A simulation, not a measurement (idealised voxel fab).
The following process module bears the name voxel self aligned contacts.
Square cell edge 5 nm, section width 220 nm, ID cut.
Cross-section format: a grid of square cells, given as bands from top to bottom; each band is one or more rows of cells.
Band: top and bottom heights (nm) first, top before bottom; then materials from left to right, widths in nm. "edge to edge" marks a sole material filling the band edge to edge. "empty" denotes empty space.
Where do heights start? At 0: under that level the wafer as delivered is made of one material only. And the lowest band has no floor; it just carries on downward, as in "0..down".
Width: "30 to 40" (first number = top row, second number = bottom row, same change from row to row of cells).
What does "no modifications" mean for a step? It means no cell of the cross-section changed in that step.
The list in "Closed internal voids" covers empty spaces of 8 cells or more that cannot reach the top through any open way, and it gives each as width x height at distance; the distance is from the left edge, and width, height and distance are in nm.
Past the settings on a step's line: simulator remark, on that step.
"overlay nm", when on a step's line for a step with a mask, measures how far to the right of its planned place the mask lay; a negative measure means to the left.

List of planned process steps:
1) RECEIVE (material Si)
2) CONFORMAL_DEP (material SiO2; thk nm 5)
3) DIRECTIONAL_DEP (material polySi; thk nm 25)
4) DIRECTIONAL_DEP (material SiN; thk nm 25)
5) PATTERN (tone cover; mask id GATE; material resist; width nm 30; pitch nm 75; thk nm 20; overlay nm 0)
6) DIRECTIONAL_ETCH (etch materials SiN; depth nm 25)
7) DIRECTIONAL_ETCH (etch materials polySi; depth nm 25)
8) STRIP (etch materials resist)
9) CONFORMAL_DEP (material SiN; thk nm 10)
10) DIRECTIONAL_ETCH (etch materials SiN; depth nm 10)
11) FILL_DEP (material SiO2; thk nm 15)
12) CMP (height nm 60)
13) MASKED_ETCH (tone open; mask id CONTACT; width nm 55; etch materials SiO2; depth nm 60; overlay nm 0)
14) CONFORMAL_DEP (material TiN; thk nm 5)
15) FILL_DEP (material W; thk nm 5)
16) CMP (height nm 60)
17) CONFORMAL_DEP (material SiCN; thk nm 5)

First wafer, two in total, run as planned:

Cross-section of the wafer at receipt, which is the condition after step 1:
* 0..down  Si edge to edge
* Closed internal voids: none

How the wafer stands in section after step 2:
* 5..0  SiO2 edge to edge
* Whatever lies below 0 is exactly as it was before.

How the wafer stands in section after step 3:
* 30..5  polySi edge to edge
* Whatever lies below 5 is exactly as it was before.

How the wafer stands in section after step 4:
* 55..30  SiN edge to edge
* Whatever lies below 30 is exactly as it was before.

How the wafer stands in section after step 5:
* 75..55  empty: 55, then resist: 30, then empty: 45, then resist: 30, then empty: 60
* Whatever lies below 55 is exactly as it was before.

How the wafer stands in section after step 6:
* 75..55  empty: 55, then resist: 30, then empty: 45, then resist: 30, then empty: 60
* 55..30  empty: 55, then SiN: 30, then empty: 45, then SiN: 30, then empty: 60
* Whatever lies below 30 is exactly as it was before.

How the wafer stands in section after step 7:
* 75..55  empty: 55, then resist: 30, then empty: 45, then resist: 30, then empty: 60
* 55..30  empty: 55, then SiN: 30, then empty: 45, then SiN: 30, then empty: 60
* 30..5  empty: 55, then polySi: 30, then empty: 45, then polySi: 30, then empty: 60
* Whatever lies below 5 is exactly as it was before.

How the wafer stands in section after step 8:
* 55..30  empty: 55, then SiN: 30, then empty: 45, then SiN: 30, then empty: 60
* Whatever lies below 30 is exactly as it was before.

How the wafer stands in section after step 9:
* 65..30  empty: 45, then SiN: 50, then empty: 25, then SiN: 50, then empty: 50
* 30..15  empty: 45, then SiN: 10, then polySi: 30, then SiN: 10, then empty: 25, then SiN: 10, then polySi: 30, then SiN: 10, then empty: 50
* 15..5  SiN: 55, then polySi: 30, then SiN: 45, then polySi: 30, then SiN: 60
* Whatever lies below 5 is exactly as it was before.

How the wafer stands in section after step 10:
* 55..30  empty: 45, then SiN: 50, then empty: 25, then SiN: 50, then empty: 50
* 30..5  empty: 45, then SiN: 10, then polySi: 30, then SiN: 10, then empty: 25, then SiN: 10, then polySi: 30, then SiN: 10, then empty: 50
* Whatever lies below 5 is exactly as it was before.

How the wafer stands in section after step 11:
* 70..55  SiO2 edge to edge
* 55..30  SiO2: 45, then SiN: 50, then SiO2: 25, then SiN: 50, then SiO2: 50
* 30..5  SiO2: 45, then SiN: 10, then polySi: 30, then SiN: 10, then SiO2: 25, then SiN: 10, then polySi: 30, then SiN: 10, then SiO2: 50
* Whatever lies below 5 is exactly as it was before.

How the wafer stands in section after step 12:
* 60..55  SiO2 edge to edge
* Whatever lies below 55 is exactly as it was before.

How the wafer stands in section after step 13:
* 60..55  SiO2: 80, then empty: 55, then SiO2: 85
* 55..30  SiO2: 45, then SiN: 50, then empty: 25, then SiN: 50, then SiO2: 50
* 30..5  SiO2: 45, then SiN: 10, then polySi: 30, then SiN: 10, then empty: 25, then SiN: 10, then polySi: 30, then SiN: 10, then SiO2: 50
* 5..0  SiO2: 95, then empty: 25, then SiO2: 100
* Whatever lies below 0 is exactly as it was before.

How the wafer stands in section after step 14:
* 65..60  TiN: 85, then empty: 45, then TiN: 90
* 60..55  SiO2: 80, then TiN: 20, then empty: 15, then TiN: 20, then SiO2: 85
* 55..30  SiO2: 45, then SiN: 50, then TiN: 5, then empty: 15, then TiN: 5, then SiN: 50, then SiO2: 50
* 30..5  SiO2: 45, then SiN: 10, then polySi: 30, then SiN: 10, then TiN: 5, then empty: 15, then TiN: 5, then SiN: 10, then polySi: 30, then SiN: 10, then SiO2: 50
* 5..0  SiO2: 95, then TiN: 25, then SiO2: 100
* Whatever lies below 0 is exactly as it was before.

How the wafer stands in section after step 15:
* 70..65  W edge to edge
* 65..60  TiN: 85, then W: 45, then TiN: 90
* 60..55  SiO2: 80, then TiN: 20, then W: 15, then TiN: 20, then SiO2: 85
* 55..30  SiO2: 45, then SiN: 50, then TiN: 5, then W: 15, then TiN: 5, then SiN: 50, then SiO2: 50
* 30..5  SiO2: 45, then SiN: 10, then polySi: 30, then SiN: 10, then TiN: 5, then W: 15, then TiN: 5, then SiN: 10, then polySi: 30, then SiN: 10, then SiO2: 50
* Whatever lies below 5 is exactly as it was before.

How the wafer stands in section after step 16:
* 60..55  SiO2: 80, then TiN: 20, then W: 15, then TiN: 20, then SiO2: 85
* Whatever lies below 55 is exactly as it was before.

How the wafer stands in section after step 17:
* 65..60  SiCN edge to edge
* Whatever lies below 60 is exactly as it was before.

Okay, second wafer. Nothing different at the start, nothing different in the plan, just one mistake somewhere in the running. As far as step 2, counting that step, it's the first wafer all over again:

The second wafer cut through, at the time step 3 was supposed to be finished:
* 55..5  polySi edge to edge
* Whatever lies below 5 is exactly as it was before.

The second wafer cut through, at the time step 4 was supposed to be finished:
* 80..55  SiN edge to edge
* Whatever lies below 55 is exactly as it was before.

The second wafer cut through, at the time step 5 was supposed to be finished:
* 100..80  empty: 55, then resist: 30, then empty: 45, then resist: 30, then empty: 60
* Whatever lies below 80 is exactly as it was before.

The second wafer cut through, at the time step 6 was supposed to be finished:
* 100..80  empty: 55, then resist: 30, then empty: 45, then resist: 30, then empty: 60
* 80..55  empty: 55, then SiN: 30, then empty: 45, then SiN: 30, then empty: 60
* Whatever lies below 55 is exactly as it was before.

The second wafer cut through, at the time step 7 was supposed to be finished:
* 100..80  empty: 55, then resist: 30, then empty: 45, then resist: 30, then empty: 60
* 80..55  empty: 55, then SiN: 30, then empty: 45, then SiN: 30, then empty: 60
* 55..30  empty: 55, then polySi: 30, then empty: 45, then polySi: 30, then empty: 60
* Whatever lies below 30 is exactly as it was before.

The second wafer cut through, at the time step 8 was supposed to be finished:
* 80..55  empty: 55, then SiN: 30, then empty: 45, then SiN: 30, then empty: 60
* Whatever lies below 55 is exactly as it was before.

The second wafer cut through, at the time step 9 was supposed to be finished:
* 90..55  empty: 45, then SiN: 50, then empty: 25, then SiN: 50, then empty: 50
* 55..40  empty: 45, then SiN: 10, then polySi: 30, then SiN: 10, then empty: 25, then SiN: 10, then polySi: 30, then SiN: 10, then empty: 50
* 40..30  SiN: 55, then polySi: 30, then SiN: 45, then polySi: 30, then SiN: 60
* Whatever lies below 30 is exactly as it was before.

The second wafer cut through, at the time step 10 was supposed to be finished:
* 80..55  empty: 45, then SiN: 50, then empty: 25, then SiN: 50, then empty: 50
* 55..30  empty: 45, then SiN: 10, then polySi: 30, then SiN: 10, then empty: 25, then SiN: 10, then polySi: 30, then SiN: 10, then empty: 50
* Whatever lies below 30 is exactly as it was before.

The second wafer cut through, at the time step 11 was supposed to be finished:
* 95..80  SiO2 edge to edge
* 80..55  SiO2: 45, then SiN: 50, then SiO2: 25, then SiN: 50, then SiO2: 50
* 55..30  SiO2: 45, then SiN: 10, then polySi: 30, then SiN: 10, then SiO2: 25, then SiN: 10, then polySi: 30, then SiN: 10, then SiO2: 50
* Whatever lies below 30 is exactly as it was before.

The second wafer cut through, at the time step 12 was supposed to be finished:
* 60..55  SiO2: 45, then SiN: 50, then SiO2: 25, then SiN: 50, then SiO2: 50
* Whatever lies below 55 is exactly as it was before.

The second wafer cut through, at the time step 13 was supposed to be finished:
* 60..55  SiO2: 45, then SiN: 50, then empty: 25, then SiN: 50, then SiO2: 50
* 55..30  SiO2: 45, then SiN: 10, then polySi: 30, then SiN: 10, then empty: 25, then SiN: 10, then polySi: 30, then SiN: 10, then SiO2: 50
* Whatever lies below 30 is exactly as it was before.

The second wafer cut through, at the time step 14 was supposed to be finished:
* 65..60  TiN: 100, then empty: 15, then TiN: 105
* 60..55  SiO2: 45, then SiN: 50, then TiN: 5, then empty: 15, then TiN: 5, then SiN: 50, then SiO2: 50
* 55..35  SiO2: 45, then SiN: 10, then polySi: 30, then SiN: 10, then TiN: 5, then empty: 15, then TiN: 5, then SiN: 10, then polySi: 30, then SiN: 10, then SiO2: 50
* 35..30  SiO2: 45, then SiN: 10, then polySi: 30, then SiN: 10, then TiN: 25, then SiN: 10, then polySi: 30, then SiN: 10, then SiO2: 50
* Whatever lies below 30 is exactly as it was before.

The second wafer cut through, at the time step 15 was supposed to be finished:
* 70..65  W edge to edge
* 65..60  TiN: 100, then W: 15, then TiN: 105
* 60..55  SiO2: 45, then SiN: 50, then TiN: 5, then W: 15, then TiN: 5, then SiN: 50, then SiO2: 50
* 55..35  SiO2: 45, then SiN: 10, then polySi: 30, then SiN: 10, then TiN: 5, then W: 15, then TiN: 5, then SiN: 10, then polySi: 30, then SiN: 10, then SiO2: 50
* Whatever lies below 35 is exactly as it was before.

The second wafer cut through, at the time step 16 was supposed to be finished:
* 60..55  SiO2: 45, then SiN: 50, then TiN: 5, then W: 15, then TiN: 5, then SiN: 50, then SiO2: 50
* Whatever lies below 55 is exactly as it was before.

The second wafer cut through, at the time step 17 was supposed to be finished:
* 65..60  SiCN edge to edge
* Whatever lies below 60 is exactly as it was before.
Diagnosis: step 3 in the plan was executed twice
The closing comparison, in cells, has the second wafer with more or fewer of some materials than the first: -80 SiN | -104 SiO2 | -18 TiN | -18 W | +220 polySi
